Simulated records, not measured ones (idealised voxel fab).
process module | voxel ribs on slabs
cross-section cut | 155 nm wide | cells 5 nm
A cross-section is a grid of square cells, given in bands from the top down. A band is one or more rows of cells.
Each band's line starts with the height of the band's top and of its bottom, in nm. Then come its materials from left to right, each with its width in nm. One material with "throughout" fills the band from edge to edge. "air" is empty space.
Height 0 is the level under which the wafer as received is all one material. The lowest band goes on downwards, as in "0 down".
A width such as "30 to 40" changes by the same amount from each row of cells to the next, from the band's top row to its bottom row.
"no change" after a step means that no cell of the cross-section changed.
closed voids: empty space of 8 cells or more with no open way to the top, each as width x height at its distance from the left edge, in nm
after a step's settings: what the simulator itself notes on the step
overlay nm, on a step with a mask: how far to the right of its planned place the mask lay; to the left if negative
plan
1 op RECEIVE | material Si
2 op DIRECTIONAL_DEP | material SiO2 | thk nm 20
3 op DIRECTIONAL_DEP | material polySi | thk nm 25
4 op MASKED_ETCH | tone cover | mask id RIB | width nm 20 | etch materials polySi | depth nm 20 | overlay nm 0
5 op MASKED_ETCH | tone cover | mask id SLAB | width nm 70 | etch materials polySi | depth nm 5 | overlay nm 0
6 op FILL_DEP | material SiO2 | thk nm 20
7 op CMP | height nm 55
8 op DIRECTIONAL_DEP | material TiN | thk nm 10
9 op PATTERN | tone cover | mask id HEATER | material resist | width nm 30 | thk nm 20 | overlay nm 0
10 op DIRECTIONAL_ETCH | etch materials TiN | depth nm 10
11 op STRIP | etch materials resist
12 op CONFORMAL_DEP | material SiO2 | thk nm 5
as received, after step 1
  0 down: Si throughout
  closed voids: none
a wafer at the end: this start, this plan, one mistake
  65 to 55: air 60 | TiN 30 | air 65
  55 to 45: SiO2 throughout
  45 to 25: SiO2 65 | polySi 20 | SiO2 70
  25 to 20: SiO2 40 | polySi 70 | SiO2 45
  20 to 0: SiO2 throughout
  0 down: Si throughout
  closed voids: none
what went wrong: step 12 was left out
